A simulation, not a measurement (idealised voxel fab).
Title: Process Module voxel capacitor over wiring
This is section cut - it's 270 nm across, gridded in 5 nm square cells.
Heads up, the way a cross-section reads in here is a grid of square cells, handed over as bands from the top down, with every band being one or more rows of cells.
A band entry consists of two parts. The first gives the height of the band's top and the height of its bottom, in nm. The rest lists the band's materials from left to right, each with its width in nm. A single material labelled with the word "throughout" fills the band from edge to edge, and the word "empty" marks empty space.
For the purposes of this specification, 0 denotes the height below which the wafer in its as-received condition is composed wholly of one material, and the lowermost band, lacking a lower limit, extends downward without end, as expressed in "0 nm and below".
Width: "30..40" (first number = top row, second number = bottom row, same change from row to row of cells).
Take "no change" at face value: in the step it is given for, the cross-section changed in none of its cells.
This entry, "Closed void inventory", enumerates those empty regions of no fewer than 8 cells that possess no open connection to the top. Each region is reported in the form width x height at distance, the distance being taken from the left edge, with all three quantities expressed in nm.
Past the settings on a step's line: simulator remark, on that step.
overlay nm: mask right of planned place by this much (step with mask). Neg. = left.

## Planned step list for the process
1,RECEIVE [material Si]
2,CONFORMAL_DEP [material SiO2] [thk nm 10]
3,CONFORMAL_DEP [material SiN] [thk nm 5]
4,DIRECTIONAL_DEP [material SiO2] [thk nm 20]
5,DIRECTIONAL_DEP [material aC] [thk nm 10]
6,PATTERN [tone open] [mask id METAL_1] [material resist] [width nm 25] [pitch nm 80] [thk nm 25] [overlay nm 0]
7,DIRECTIONAL_ETCH [etch materials aC] [depth nm 10]
8,STRIP [etch materials resist]
9,DIRECTIONAL_ETCH [etch materials SiO2] [depth nm 20]
10,DIRECTIONAL_ETCH [etch materials SiN] [depth nm 5]
11,STRIP [etch materials aC]
12,CONFORMAL_DEP [material TiN] [thk nm 5]
13,FILL_DEP [material Ru] [thk nm 5]
14,CMP [height nm 35]
15,CONFORMAL_DEP [material SiCN] [thk nm 5]
16,DIRECTIONAL_DEP [material lowk] [thk nm 10]
17,PATTERN [tone open] [mask id PLUG_1] [material resist] [width nm 15] [thk nm 20] [overlay nm 0]
18,DIRECTIONAL_ETCH [etch materials lowk] [depth nm 10]
19,DIRECTIONAL_ETCH [etch materials SiCN] [depth nm 5]
20,STRIP [etch materials resist]
21,CONFORMAL_DEP [material TiN] [thk nm 5]
22,FILL_DEP [material W] [thk nm 10]
23,CMP [height nm 50]
24,DIRECTIONAL_DEP [material TiN] [thk nm 5]
25,DIRECTIONAL_DEP [material Al2O3] [thk nm 5]
26,DIRECTIONAL_DEP [material TiN] [thk nm 5]
27,DIRECTIONAL_DEP [material aC] [thk nm 15]
28,PATTERN [tone cover] [mask id UPPER_PLATE] [material resist] [width nm 60] [thk nm 35] [overlay nm 0]
29,DIRECTIONAL_ETCH [etch materials aC] [depth nm 15]
30,STRIP [etch materials resist]
31,DIRECTIONAL_ETCH [etch materials TiN] [depth nm 5]
32,DIRECTIONAL_ETCH [etch materials Al2O3] [depth nm 5]
33,STRIP [etch materials aC]
34,MASKED_ETCH [tone cover] [mask id LOWER_PLATE] [width nm 70] [etch materials TiN] [depth nm 5] [overlay nm 0]
35,FILL_DEP [material SiO2] [thk nm 20]
36,CMP [height nm 80]
37,DIRECTIONAL_DEP [material aC] [thk nm 15]
38,PATTERN [tone open] [mask id PLUG_2] [material resist] [width nm 15] [thk nm 35] [overlay nm 0]
39,DIRECTIONAL_ETCH [etch materials aC] [depth nm 15]
40,STRIP [etch materials resist]
41,DIRECTIONAL_ETCH [etch materials SiO2] [depth nm 15]
42,STRIP [etch materials aC]
43,CONFORMAL_DEP [material TiN] [thk nm 5]
44,FILL_DEP [material Ru] [thk nm 5]
45,CMP [height nm 80]
46,CONFORMAL_DEP [material SiN] [thk nm 5]

## Cross-section of the wafer at receipt, which is the condition after step 1
  0 nm and below = Si throughout
  Closed void inventory: none

## Starting wafer: above. Plan: above. Run: one mistake. Cross-section after the module: below
  85 nm to 80 nm = SiN throughout
  80 nm to 70 nm = SiO2 100..90 nm, TiN 15..60 nm, SiO2 155..120 nm
  70 nm to 65 nm = SiO2 90 nm, Al2O3 60 nm, SiO2 120 nm
  65 nm to 55 nm = Al2O3 throughout
  55 nm to 50 nm = TiN throughout
  50 nm to 40 nm = lowk 90 nm, TiN 5 nm, W 5 nm, TiN 5 nm, lowk 165 nm
  40 nm to 35 nm = SiCN 90 nm, TiN 15 nm, SiCN 165 nm
  35 nm to 15 nm = SiO2 80 nm, TiN 5 nm, Ru 15 nm, TiN 5 nm, SiO2 55 nm, TiN 5 nm, Ru 15 nm, TiN 5 nm, SiO2 85 nm
  15 nm to 10 nm = SiN 80 nm, TiN 25 nm, SiN 55 nm, TiN 25 nm, SiN 85 nm
  10 nm to 0 nm = SiO2 throughout
  0 nm and below = Si throughout
  Closed void inventory: none
Where did the run depart from the plan? for step 25, the planned setting was not used; the step was instead run as DIRECTIONAL_DEP [material Al2O3] [thk nm 15]
